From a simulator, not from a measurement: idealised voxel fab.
Process module under the name voxel spacer lines
For reference, the cross-section in this document is cut, with width 150 nm and square cells of 5 nm.
For the purposes of this document, a cross-section shall be understood as a grid of square cells, specified as bands listed in top-to-bottom order, each band consisting of one or more rows of cells. The entry gives the band's vertical extent as a top height and a bottom height in nm, then its horizontal make-up as materials from left to right, each with a width in nm. "air" stands for empty space; a single material marked "all across" fills the band edge to edge. Beneath 0, the wafer as received is one material, and that level is where height counting begins. The lowest band goes on downward without a bottom; it is written like "from 0 down". The notation "30 to 40" denotes a width that varies across the rows of cells in the band, beginning at the first number in the top row, finishing at the second number in the bottom row, and changing by an identical amount from each row to the next. "nothing altered", as given for a step, is the statement that not any cell of the cross-section underwent a change during that step. Entry "Closed empty spaces". Content: empty spaces with no open connection to the top, size 8 cells or greater. Each: width x height at distance. Distance: from left edge. Unit: nm. The remark found on a step's line after its settings is issued by the simulator itself and pertains to that step. The "overlay nm" setting may appear on a step's line; for a step that uses a mask, it gives how far to the right of its planned position the mask lay, and a negative value indicates the left.

The planned process steps are enumerated hereunder
1: RECEIVE, material Si
2: CONFORMAL_DEP, material Al2O3, thk nm 10
3: DIRECTIONAL_DEP, material TiN, thk nm 15
4: DIRECTIONAL_DEP, material polySi, thk nm 30
5: PATTERN, tone cover, mask id MANDREL, material resist, width nm 20, pitch nm 60, thk nm 40, overlay nm 0
6: DIRECTIONAL_ETCH, etch materials polySi, depth nm 30
7: STRIP, etch materials resist
8: CONFORMAL_DEP, material SiN, thk nm 10
9: DIRECTIONAL_ETCH, etch materials SiN, depth nm 10
10: STRIP, etch materials polySi
11: DIRECTIONAL_ETCH, etch materials TiN, depth nm 15
12: STRIP, etch materials SiN
13: FILL_DEP, material lowk, thk nm 10
14: CMP, height nm 25

As-received wafer cross-section (after step 1)
from 0 down | Si all across
Closed empty spaces: none

Cross-section: first of two wafers, module finished, run according to plan
from 25 to 10 | lowk 25, TiN 10, lowk 20, TiN 10, lowk 20, TiN 10, lowk 20, TiN 10, lowk 25
from 10 to 0 | Al2O3 all across
from 0 down | Si all across
Closed empty spaces: none

Wafer two, sectioned after the module: the first wafer's start, the first wafer's plan, and one mistake in how it was run
from 25 to 10 | polySi all across
from 10 to 0 | Al2O3 all across
from 0 down | Si all across
Closed empty spaces: none
Against the plan, the run slipped here: step 3 ran in the slot meant for step 4, and vice versa
Final tally in cells, some materials are higher or lower on the second wafer than on the first: TiN -24; lowk -66; polySi +90
